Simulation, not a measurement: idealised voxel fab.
Proc. module: voxel gate over fins
235 nm wide, 5 nm square cells: that's cross-section cut.
We lay out every cross-section as a grid of square cells and spell it out in bands from the top down, where one band means one or more rows of cells.
This entry defines a band. It first specifies the height of the band's top and the height of its bottom in nm, and then specifies the band's materials from left to right, stating each material with its width in nm. The word "everywhere" identifies a single material that fills the band from edge to edge, while the word "blank" identifies empty space.
All heights in this document are referenced to 0, defined as the level beneath which the wafer, as received, consists entirely of one material. The lowest band is not bounded below; it extends indefinitely downward and is written in the form "0..down".
The expression "30->40" gives the width at the extremes of the band, the first number at its top row of cells and the second at its bottom row, with the width changing by equal amounts from each row to the next in between.
Any step labelled "stayed the same" changed none of the cells in the cross-section.
"Sealed void inventory": sealed empty spaces, 8 cells or more, no open way to top, listed width x height at distance, with distance from the left edge and width, height and distance in nm.
after a step's settings: what the simulator itself notes on the step
The setting "overlay nm" may be written on the line of a step. When the step uses a mask, the value reports how far to the right of the planned place the mask lay, and a negative value reports that it lay to the left.

## List of planned process steps
1. RECEIVE | material Si
2. CONFORMAL_DEP | material SiN | thk nm 5
3. MASKED_ETCH | tone cover | mask id FINS | width nm 15 | pitch nm 55 | etch materials SiN | depth nm 5 | overlay nm 0
4. MASKED_ETCH | tone cover | mask id FINS | width nm 15 | pitch nm 55 | etch materials Si | depth nm 40 | overlay nm 0
5. OXIDIZE | depth nm 5
6. FILL_DEP | material SiO2 | thk nm 5
7. CMP | height nm 5
8. MASKED_ETCH | tone open | mask id RAIL | width nm 15 | etch materials SiO2 | depth nm 40 | overlay nm 0
9. CONFORMAL_DEP | material TiN | thk nm 5
10. FILL_DEP | material W | thk nm 5
11. CMP | height nm 5
12. SELECTIVE_ETCH | etch materials W Ru TiN | depth nm 25
13. FILL_DEP | material SiO2 | thk nm 5
14. CMP | height nm 5
15. SELECTIVE_ETCH | etch materials SiO2 | depth nm 15
16. STRIP | etch materials SiN
17. CONFORMAL_DEP | material HfO2 | thk nm 5
18. CONFORMAL_DEP | material TiN | thk nm 5
19. CONFORMAL_DEP | material TiAl | thk nm 5
20. CONFORMAL_DEP | material TiN | thk nm 5
21. FILL_DEP | material W | thk nm 10
22. CMP | height nm 25
23. CONFORMAL_DEP | material SiN | thk nm 10

## What follows covers the first of two wafers; it ran as planned

## Received-state cross-section, reflecting completion of step 1
* 0..down | Si everywhere
* Sealed void inventory: none

## The following cross-section depicts the wafer upon completion of step 2
* 5..0 | SiN everywhere
* Below 0 it's all the same as before, nothing changed down there.

## The following cross-section depicts the wafer upon completion of step 3
* 5..0 | 55 blank, 15 SiN, 40 blank, 15 SiN, 40 blank, 15 SiN, 55 blank
* Below 0 it's all the same as before, nothing changed down there.

## The following cross-section depicts the wafer upon completion of step 4
* 5..0 | 55 blank, 15 SiN, 40 blank, 15 SiN, 40 blank, 15 SiN, 55 blank
* 0..-40 | 55 blank, 15 Si, 40 blank, 15 Si, 40 blank, 15 Si, 55 blank
* Below -40 it's all the same as before, nothing changed down there.

## The following cross-section depicts the wafer upon completion of step 5
* 5..0 | 55 blank, 15 SiN, 40 blank, 15 SiN, 40 blank, 15 SiN, 55 blank
* 0..-40 | 55 blank, 5 SiO2, 5 Si, 5 SiO2, 40 blank, 5 SiO2, 5 Si, 5 SiO2, 40 blank, 5 SiO2, 5 Si, 5 SiO2, 55 blank
* -40..-45 | 60 SiO2, 5 Si, 50 SiO2, 5 Si, 50 SiO2, 5 Si, 60 SiO2
* Below -45 it's all the same as before, nothing changed down there.

## The following cross-section depicts the wafer upon completion of step 6
* 10..5 | SiO2 everywhere
* 5..0 | 55 SiO2, 15 SiN, 40 SiO2, 15 SiN, 40 SiO2, 15 SiN, 55 SiO2
* 0..-45 | 60 SiO2, 5 Si, 50 SiO2, 5 Si, 50 SiO2, 5 Si, 60 SiO2
* Below -45 it's all the same as before, nothing changed down there.

## The following cross-section depicts the wafer upon completion of step 7
* 5..0 | 55 SiO2, 15 SiN, 40 SiO2, 15 SiN, 40 SiO2, 15 SiN, 55 SiO2
* Below 0 it's all the same as before, nothing changed down there.

## The following cross-section depicts the wafer upon completion of step 8
* 5..0 | 55 SiO2, 15 SiN, 10 SiO2, 15 blank, 15 SiO2, 15 SiN, 40 SiO2, 15 SiN, 55 SiO2
* 0..-35 | 60 SiO2, 5 Si, 15 SiO2, 15 blank, 20 SiO2, 5 Si, 50 SiO2, 5 Si, 60 SiO2
* Below -35 it's all the same as before, nothing changed down there.

## The following cross-section depicts the wafer upon completion of step 9
* 10..5 | 85 TiN, 5 blank, 145 TiN
* 5..0 | 55 SiO2, 15 SiN, 10 SiO2, 5 TiN, 5 blank, 5 TiN, 15 SiO2, 15 SiN, 40 SiO2, 15 SiN, 55 SiO2
* 0..-30 | 60 SiO2, 5 Si, 15 SiO2, 5 TiN, 5 blank, 5 TiN, 20 SiO2, 5 Si, 50 SiO2, 5 Si, 60 SiO2
* -30..-35 | 60 SiO2, 5 Si, 15 SiO2, 15 TiN, 20 SiO2, 5 Si, 50 SiO2, 5 Si, 60 SiO2
* Below -35 it's all the same as before, nothing changed down there.

## The following cross-section depicts the wafer upon completion of step 10
* 15..10 | W everywhere
* 10..5 | 85 TiN, 5 W, 145 TiN
* 5..0 | 55 SiO2, 15 SiN, 10 SiO2, 5 TiN, 5 W, 5 TiN, 15 SiO2, 15 SiN, 40 SiO2, 15 SiN, 55 SiO2
* 0..-30 | 60 SiO2, 5 Si, 15 SiO2, 5 TiN, 5 W, 5 TiN, 20 SiO2, 5 Si, 50 SiO2, 5 Si, 60 SiO2
* Below -30 it's all the same as before, nothing changed down there.

## The following cross-section depicts the wafer upon completion of step 11
* 5..0 | 55 SiO2, 15 SiN, 10 SiO2, 5 TiN, 5 W, 5 TiN, 15 SiO2, 15 SiN, 40 SiO2, 15 SiN, 55 SiO2
* Below 0 it's all the same as before, nothing changed down there.

## The following cross-section depicts the wafer upon completion of step 12
* 5..0 | 55 SiO2, 15 SiN, 10 SiO2, 15 blank, 15 SiO2, 15 SiN, 40 SiO2, 15 SiN, 55 SiO2
* 0..-20 | 60 SiO2, 5 Si, 15 SiO2, 15 blank, 20 SiO2, 5 Si, 50 SiO2, 5 Si, 60 SiO2
* Below -20 it's all the same as before, nothing changed down there.

## The following cross-section depicts the wafer upon completion of step 13
* 10..5 | SiO2 everywhere
* 5..0 | 55 SiO2, 15 SiN, 40 SiO2, 15 SiN, 40 SiO2, 15 SiN, 55 SiO2
* 0..-20 | 60 SiO2, 5 Si, 50 SiO2, 5 Si, 50 SiO2, 5 Si, 60 SiO2
* Below -20 it's all the same as before, nothing changed down there.

## The following cross-section depicts the wafer upon completion of step 14
* 5..0 | 55 SiO2, 15 SiN, 40 SiO2, 15 SiN, 40 SiO2, 15 SiN, 55 SiO2
* Below 0 it's all the same as before, nothing changed down there.

## The following cross-section depicts the wafer upon completion of step 15
* 5..0 | 55 blank, 15 SiN, 40 blank, 15 SiN, 40 blank, 15 SiN, 55 blank
* 0..-10 | 60 blank, 5 Si, 50 blank, 5 Si, 50 blank, 5 Si, 60 blank
* Below -10 it's all the same as before, nothing changed down there.

## The following cross-section depicts the wafer upon completion of step 16
* 0..-10 | 60 blank, 5 Si, 50 blank, 5 Si, 50 blank, 5 Si, 60 blank
* Below -10 it's all the same as before, nothing changed down there.

## The following cross-section depicts the wafer upon completion of step 17
* 5..0 | 55 blank, 15 HfO2, 40 blank, 15 HfO2, 40 blank, 15 HfO2, 55 blank
* 0..-5 | 55 blank, 5 HfO2, 5 Si, 5 HfO2, 40 blank, 5 HfO2, 5 Si, 5 HfO2, 40 blank, 5 HfO2, 5 Si, 5 HfO2, 55 blank
* -5..-10 | 60 HfO2, 5 Si, 50 HfO2, 5 Si, 50 HfO2, 5 Si, 60 HfO2
* Below -10 it's all the same as before, nothing changed down there.

## The following cross-section depicts the wafer upon completion of step 18
* 10..5 | 50 blank, 25 TiN, 30 blank, 25 TiN, 30 blank, 25 TiN, 50 blank
* 5..0 | 50 blank, 5 TiN, 15 HfO2, 5 TiN, 30 blank, 5 TiN, 15 HfO2, 5 TiN, 30 blank, 5 TiN, 15 HfO2, 5 TiN, 50 blank
* 0..-5 | 55 TiN, 5 HfO2, 5 Si, 5 HfO2, 40 TiN, 5 HfO2, 5 Si, 5 HfO2, 40 TiN, 5 HfO2, 5 Si, 5 HfO2, 55 TiN
* Below -5 it's all the same as before, nothing changed down there.

## The following cross-section depicts the wafer upon completion of step 19
* 15..10 | 45 blank, 35 TiAl, 20 blank, 35 TiAl, 20 blank, 35 TiAl, 45 blank
* 10..5 | 45 blank, 5 TiAl, 25 TiN, 5 TiAl, 20 blank, 5 TiAl, 25 TiN, 5 TiAl, 20 blank, 5 TiAl, 25 TiN, 5 TiAl, 45 blank
* 5..0 | 50 TiAl, 5 TiN, 15 HfO2, 5 TiN, 30 TiAl, 5 TiN, 15 HfO2, 5 TiN, 30 TiAl, 5 TiN, 15 HfO2, 5 TiN, 50 TiAl
* Below 0 it's all the same as before, nothing changed down there.

## The following cross-section depicts the wafer upon completion of step 20
* 20..15 | 40 blank, 45 TiN, 10 blank, 45 TiN, 10 blank, 45 TiN, 40 blank
* 15..10 | 40 blank, 5 TiN, 35 TiAl, 5 TiN, 10 blank, 5 TiN, 35 TiAl, 5 TiN, 10 blank, 5 TiN, 35 TiAl, 5 TiN, 40 blank
* 10..5 | 45 TiN, 5 TiAl, 25 TiN, 5 TiAl, 20 TiN, 5 TiAl, 25 TiN, 5 TiAl, 20 TiN, 5 TiAl, 25 TiN, 5 TiAl, 45 TiN
* Below 5 it's all the same as before, nothing changed down there.

## The following cross-section depicts the wafer upon completion of step 21
* 30..20 | W everywhere
* 20..15 | 40 W, 45 TiN, 10 W, 45 TiN, 10 W, 45 TiN, 40 W
* 15..10 | 40 W, 5 TiN, 35 TiAl, 5 TiN, 10 W, 5 TiN, 35 TiAl, 5 TiN, 10 W, 5 TiN, 35 TiAl, 5 TiN, 40 W
* Below 10 it's all the same as before, nothing changed down there.

## The following cross-section depicts the wafer upon completion of step 22
* 25..20 | W everywhere
* Below 20 it's all the same as before, nothing changed down there.

## The following cross-section depicts the wafer upon completion of step 23
* 35..25 | SiN everywhere
* Below 25 it's all the same as before, nothing changed down there.

## Regarding the second of the two wafers: it shared the first wafer's starting condition and process plan, yet one error occurred during its execution. Its history coincides with that of the first wafer up to and including step 3

## Second wafer cross-section, taken as of the time the plan sets for step 4 to be done
* 5..0 | 55 blank, 15 SiN, 40 blank, 15 SiN, 40 blank, 15 SiN, 55 blank
* 0..-40 | 50 blank, 25 Si, 30 blank, 25 Si, 30 blank, 25 Si, 50 blank
* Below -40 it's all the same as before, nothing changed down there.

## Second wafer cross-section, taken as of the time the plan sets for step 5 to be done
* 5..0 | 55 blank, 15 SiN, 40 blank, 15 SiN, 40 blank, 15 SiN, 55 blank
* 0..-5 | 50 blank, 10 SiO2, 5 Si, 10 SiO2, 30 blank, 10 SiO2, 5 Si, 10 SiO2, 30 blank, 10 SiO2, 5 Si, 10 SiO2, 50 blank
* -5..-40 | 50 blank, 5 SiO2, 15 Si, 5 SiO2, 30 blank, 5 SiO2, 15 Si, 5 SiO2, 30 blank, 5 SiO2, 15 Si, 5 SiO2, 50 blank
* -40..-45 | 55 SiO2, 15 Si, 40 SiO2, 15 Si, 40 SiO2, 15 Si, 55 SiO2
* Below -45 it's all the same as before, nothing changed down there.

## Second wafer cross-section, taken as of the time the plan sets for step 6 to be done
* 10..5 | SiO2 everywhere
* 5..0 | 55 SiO2, 15 SiN, 40 SiO2, 15 SiN, 40 SiO2, 15 SiN, 55 SiO2
* 0..-5 | 60 SiO2, 5 Si, 50 SiO2, 5 Si, 50 SiO2, 5 Si, 60 SiO2
* -5..-45 | 55 SiO2, 15 Si, 40 SiO2, 15 Si, 40 SiO2, 15 Si, 55 SiO2
* Below -45 it's all the same as before, nothing changed down there.

## Second wafer cross-section, taken as of the time the plan sets for step 7 to be done
* 5..0 | 55 SiO2, 15 SiN, 40 SiO2, 15 SiN, 40 SiO2, 15 SiN, 55 SiO2
* Below 0 it's all the same as before, nothing changed down there.

## Second wafer cross-section, taken as of the time the plan sets for step 8 to be done
* 5..0 | 55 SiO2, 15 SiN, 10 SiO2, 15 blank, 15 SiO2, 15 SiN, 40 SiO2, 15 SiN, 55 SiO2
* 0..-5 | 60 SiO2, 5 Si, 15 SiO2, 15 blank, 20 SiO2, 5 Si, 50 SiO2, 5 Si, 60 SiO2
* -5..-35 | 55 SiO2, 15 Si, 10 SiO2, 15 blank, 15 SiO2, 15 Si, 40 SiO2, 15 Si, 55 SiO2
* Below -35 it's all the same as before, nothing changed down there.

## Second wafer cross-section, taken as of the time the plan sets for step 9 to be done
* 10..5 | 85 TiN, 5 blank, 145 TiN
* 5..0 | 55 SiO2, 15 SiN, 10 SiO2, 5 TiN, 5 blank, 5 TiN, 15 SiO2, 15 SiN, 40 SiO2, 15 SiN, 55 SiO2
* 0..-5 | 60 SiO2, 5 Si, 15 SiO2, 5 TiN, 5 blank, 5 TiN, 20 SiO2, 5 Si, 50 SiO2, 5 Si, 60 SiO2
* -5..-30 | 55 SiO2, 15 Si, 10 SiO2, 5 TiN, 5 blank, 5 TiN, 15 SiO2, 15 Si, 40 SiO2, 15 Si, 55 SiO2
* -30..-35 | 55 SiO2, 15 Si, 10 SiO2, 15 TiN, 15 SiO2, 15 Si, 40 SiO2, 15 Si, 55 SiO2
* Below -35 it's all the same as before, nothing changed down there.

## Second wafer cross-section, taken as of the time the plan sets for step 10 to be done
* 15..10 | W everywhere
* 10..5 | 85 TiN, 5 W, 145 TiN
* 5..0 | 55 SiO2, 15 SiN, 10 SiO2, 5 TiN, 5 W, 5 TiN, 15 SiO2, 15 SiN, 40 SiO2, 15 SiN, 55 SiO2
* 0..-5 | 60 SiO2, 5 Si, 15 SiO2, 5 TiN, 5 W, 5 TiN, 20 SiO2, 5 Si, 50 SiO2, 5 Si, 60 SiO2
* -5..-30 | 55 SiO2, 15 Si, 10 SiO2, 5 TiN, 5 W, 5 TiN, 15 SiO2, 15 Si, 40 SiO2, 15 Si, 55 SiO2
* Below -30 it's all the same as before, nothing changed down there.

## Second wafer cross-section, taken as of the time the plan sets for step 11 to be done
* 5..0 | 55 SiO2, 15 SiN, 10 SiO2, 5 TiN, 5 W, 5 TiN, 15 SiO2, 15 SiN, 40 SiO2, 15 SiN, 55 SiO2
* Below 0 it's all the same as before, nothing changed down there.

## Second wafer cross-section, taken as of the time the plan sets for step 12 to be done
* 5..0 | 55 SiO2, 15 SiN, 10 SiO2, 15 blank, 15 SiO2, 15 SiN, 40 SiO2, 15 SiN, 55 SiO2
* 0..-5 | 60 SiO2, 5 Si, 15 SiO2, 15 blank, 20 SiO2, 5 Si, 50 SiO2, 5 Si, 60 SiO2
* -5..-20 | 55 SiO2, 15 Si, 10 SiO2, 15 blank, 15 SiO2, 15 Si, 40 SiO2, 15 Si, 55 SiO2
* Below -20 it's all the same as before, nothing changed down there.

## Second wafer cross-section, taken as of the time the plan sets for step 13 to be done
* 10..5 | SiO2 everywhere
* 5..0 | 55 SiO2, 15 SiN, 40 SiO2, 15 SiN, 40 SiO2, 15 SiN, 55 SiO2
* 0..-5 | 60 SiO2, 5 Si, 50 SiO2, 5 Si, 50 SiO2, 5 Si, 60 SiO2
* -5..-20 | 55 SiO2, 15 Si, 40 SiO2, 15 Si, 40 SiO2, 15 Si, 55 SiO2
* Below -20 it's all the same as before, nothing changed down there.

## Second wafer cross-section, taken as of the time the plan sets for step 14 to be done
* 5..0 | 55 SiO2, 15 SiN, 40 SiO2, 15 SiN, 40 SiO2, 15 SiN, 55 SiO2
* Below 0 it's all the same as before, nothing changed down there.

## Second wafer cross-section, taken as of the time the plan sets for step 15 to be done
* 5..0 | 55 blank, 15 SiN, 40 blank, 15 SiN, 40 blank, 15 SiN, 55 blank
* 0..-10 | 60->55 blank, 5->15 Si, 50->40 blank, 5->15 Si, 50->40 blank, 5->15 Si, 60->55 blank
* Below -10 it's all the same as before, nothing changed down there.

## Second wafer cross-section, taken as of the time the plan sets for step 16 to be done
* 0..-10 | 60->55 blank, 5->15 Si, 50->40 blank, 5->15 Si, 50->40 blank, 5->15 Si, 60->55 blank
* Below -10 it's all the same as before, nothing changed down there.

## Second wafer cross-section, taken as of the time the plan sets for step 17 to be done
* 5..0 | 55 blank, 15 HfO2, 40 blank, 15 HfO2, 40 blank, 15 HfO2, 55 blank
* 0..-5 | 50 blank, 10 HfO2, 5 Si, 10 HfO2, 30 blank, 10 HfO2, 5 Si, 10 HfO2, 30 blank, 10 HfO2, 5 Si, 10 HfO2, 50 blank
* -5..-10 | 55 HfO2, 15 Si, 40 HfO2, 15 Si, 40 HfO2, 15 Si, 55 HfO2
* Below -10 it's all the same as before, nothing changed down there.

## Second wafer cross-section, taken as of the time the plan sets for step 18 to be done
* 10..5 | 50 blank, 25 TiN, 30 blank, 25 TiN, 30 blank, 25 TiN, 50 blank
* 5..0 | 45 blank, 10 TiN, 15 HfO2, 10 TiN, 20 blank, 10 TiN, 15 HfO2, 10 TiN, 20 blank, 10 TiN, 15 HfO2, 10 TiN, 45 blank
* 0..-5 | 50 TiN, 10 HfO2, 5 Si, 10 HfO2, 30 TiN, 10 HfO2, 5 Si, 10 HfO2, 30 TiN, 10 HfO2, 5 Si, 10 HfO2, 50 TiN
* Below -5 it's all the same as before, nothing changed down there.

## Second wafer cross-section, taken as of the time the plan sets for step 19 to be done
* 15..10 | 45 blank, 35 TiAl, 20 blank, 35 TiAl, 20 blank, 35 TiAl, 45 blank
* 10..5 | 40 blank, 10 TiAl, 25 TiN, 10 TiAl, 10 blank, 10 TiAl, 25 TiN, 10 TiAl, 10 blank, 10 TiAl, 25 TiN, 10 TiAl, 40 blank
* 5..0 | 45 TiAl, 10 TiN, 15 HfO2, 10 TiN, 20 TiAl, 10 TiN, 15 HfO2, 10 TiN, 20 TiAl, 10 TiN, 15 HfO2, 10 TiN, 45 TiAl
* Below 0 it's all the same as before, nothing changed down there.

## Second wafer cross-section, taken as of the time the plan sets for step 20 to be done
* 20..15 | 40 blank, 45 TiN, 10 blank, 45 TiN, 10 blank, 45 TiN, 40 blank
* 15..10 | 35 blank, 10 TiN, 35 TiAl, 20 TiN, 35 TiAl, 20 TiN, 35 TiAl, 10 TiN, 35 blank
* 10..5 | 40 TiN, 10 TiAl, 25 TiN, 10 TiAl, 10 TiN, 10 TiAl, 25 TiN, 10 TiAl, 10 TiN, 10 TiAl, 25 TiN, 10 TiAl, 40 TiN
* Below 5 it's all the same as before, nothing changed down there.

## Second wafer cross-section, taken as of the time the plan sets for step 21 to be done
* 30..20 | W everywhere
* 20..15 | 40 W, 45 TiN, 10 W, 45 TiN, 10 W, 45 TiN, 40 W
* 15..10 | 35 W, 10 TiN, 35 TiAl, 20 TiN, 35 TiAl, 20 TiN, 35 TiAl, 10 TiN, 35 W
* Below 10 it's all the same as before, nothing changed down there.

## Second wafer cross-section, taken as of the time the plan sets for step 22 to be done
* 25..20 | W everywhere
* Below 20 it's all the same as before, nothing changed down there.

## Second wafer cross-section, taken as of the time the plan sets for step 23 to be done
* 35..25 | SiN everywhere
* Below 25 it's all the same as before, nothing changed down there.
What was the processing mistake? step 4 ran as: MASKED_ETCH | tone cover | mask id FINS | width nm 25 | pitch nm 55 | etch materials Si | depth nm 40 | overlay nm 0
Final wafer comparison in cells, second versus first, more or fewer per material: Si: 48 more | SiO2: 42 fewer | W: 6 fewer
